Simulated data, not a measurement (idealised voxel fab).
The name of this process module is voxel quadruple lines.
The cross-section on display is named cut; it measures 185 nm wide, and its cells are 5 nm squares.
Cross-section layout: square cells on a grid; listed as bands, top to bottom; a band spans one or more cell rows. The band entry comprises the height of the band's top followed by the height of its bottom, expressed in nm, and subsequently the band's materials from left to right, each stated together with its width in nm. Where a single material is marked with the word "full width", that material fills the band from edge to edge. The word "air" represents empty space. Height is counted from the level 0, under which the received wafer is composed throughout of one material. The lowest of the bands is not closed at the bottom but continues downward, in the notation "0..down". Width spec "30..40" -> top row of cells at first value, bottom row at second value, equal per-row change in between. Step marked "no alterations made"? Then no cell in the cross-section changed in it. Heads up: "Enclosed empty spaces" only lists the empty pockets with no open path to the top that are 8 cells or more, and it writes them as width x height at distance, distance from the left edge, in nm. after a step's settings: what the simulator itself notes on the step. A step line may carry the setting "overlay nm", which, for steps involving a mask, states the distance by which the mask lay to the right of its intended position; negative values denote displacement to the left.
### The following list gives the planned process steps
- 1: RECEIVE: material Si
- 2: CONFORMAL_DEP: material SiO2, thk nm 5
- 3: DIRECTIONAL_DEP: material W, thk nm 10
- 4: DIRECTIONAL_DEP: material polySi, thk nm 20
- 5: DIRECTIONAL_DEP: material aC, thk nm 25
- 6: PATTERN: tone cover, mask id MANDREL, material resist, width nm 35, thk nm 35, overlay nm 0
- 7: DIRECTIONAL_ETCH: etch materials aC, depth nm 25
- 8: STRIP: etch materials resist
- 9: CONFORMAL_DEP: material SiO2, thk nm 15
- 10: DIRECTIONAL_ETCH: etch materials SiO2, depth nm 15
- 11: STRIP: etch materials aC
- 12: DIRECTIONAL_ETCH: etch materials polySi, depth nm 20
- 13: STRIP: etch materials SiO2
- 14: CONFORMAL_DEP: material SiN, thk nm 10
- 15: DIRECTIONAL_ETCH: etch materials SiN, depth nm 10
- 16: STRIP: etch materials polySi
- 17: DIRECTIONAL_ETCH: etch materials W, depth nm 10
- 18: STRIP: etch materials SiN
- 19: FILL_DEP: material SiO2, thk nm 5
- 20: CMP: height nm 15
### as received, after step 1
- 0..down: Si full width
- Enclosed empty spaces: none
### Wafer cross-section at module end: first of two, run to plan
- 15..5: SiO2=50, then W=10, then SiO2=15, then W=10, then SiO2=15, then W=10, then SiO2=15, then W=10, then SiO2=50
- 5..0: SiO2 full width
- 0..down: Si full width
- Enclosed empty spaces: none
### Cross-section, second wafer: same start as the first, same plan as the first, one mistake in running it; taken at the end of the module
- 15..5: polySi full width
- 5..0: SiO2 full width
- 0..down: Si full width
- Enclosed empty spaces: none
what went wrong: steps 3 and 4 were swapped
Cell-count delta at end, second wafer over first, by material: SiO2: 58 fewer | W: 16 fewer | polySi: 74 more
